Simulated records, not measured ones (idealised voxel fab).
process module | voxel tone inversion
cross-section cut | 295 nm wide | cells 5 nm
A cross-section is a grid of square cells, given in bands from the top down. A band is one or more rows of cells.
Each band's line starts with the height of the band's top and of its bottom, in nm. Then come its materials from left to right, each with its width in nm. One material with "throughout" fills the band from edge to edge. "air" is empty space.
Height 0 is the level under which the wafer as received is all one material. The lowest band goes on downwards, as in "0 down".
A width such as "30 to 40" changes by the same amount from each row of cells to the next, from the band's top row to its bottom row.
"no change" after a step means that no cell of the cross-section changed.
closed voids: empty space of 8 cells or more with no open way to the top, each as width x height at its distance from the left edge, in nm
after a step's settings: what the simulator itself notes on the step
overlay nm, on a step with a mask: how far to the right of its planned place the mask lay; to the left if negative
plan
1 op RECEIVE | material Si
2 op CONFORMAL_DEP | material SiCN | thk nm 5
3 op DIRECTIONAL_DEP | material aC | thk nm 25
4 op PATTERN | tone cover | mask id POSTS | material resist | width nm 15 | pitch nm 45 | thk nm 35 | overlay nm -15
5 op DIRECTIONAL_ETCH | etch materials aC | depth nm 25
6 op STRIP | etch materials resist
7 op FILL_DEP | material SiO2 | thk nm 5
8 op CMP | height nm 30
9 op STRIP | etch materials aC
varied across the wafers: overlay nm of step 4. The plan shows the first wafer's value. All wafers start alike
first wafer as received, after step 1
  0 down: Si throughout
  closed voids: none
first wafer at the end, after step 9
  30 to 5: SiO2 80 | air 15 | SiO2 30 | air 15 | SiO2 30 | air 15 | SiO2 110
  5 to 0: SiCN throughout
  0 down: Si throughout
  closed voids: none
last wafer at the end
  30 to 5: SiO2 110 | air 15 | SiO2 30 | air 15 | SiO2 30 | air 15 | SiO2 80
  5 to 0: SiCN throughout
  0 down: Si throughout
  closed voids: none
each wafer at the end: cells of each material gained (+) or lost (-) since it was received, then its closed voids
overlay nm -15 | +59 SiCN | +250 SiO2 | closed voids: none
overlay nm -10 | +59 SiCN | +250 SiO2 | closed voids: none
overlay nm -5 | +59 SiCN | +250 SiO2 | closed voids: none
overlay nm 0 | +59 SiCN | +250 SiO2 | closed voids: none
overlay nm 5 | +59 SiCN | +250 SiO2 | closed voids: none
overlay nm 10 | +59 SiCN | +250 SiO2 | closed voids: none
overlay nm 15 | +59 SiCN | +250 SiO2 | closed voids: none
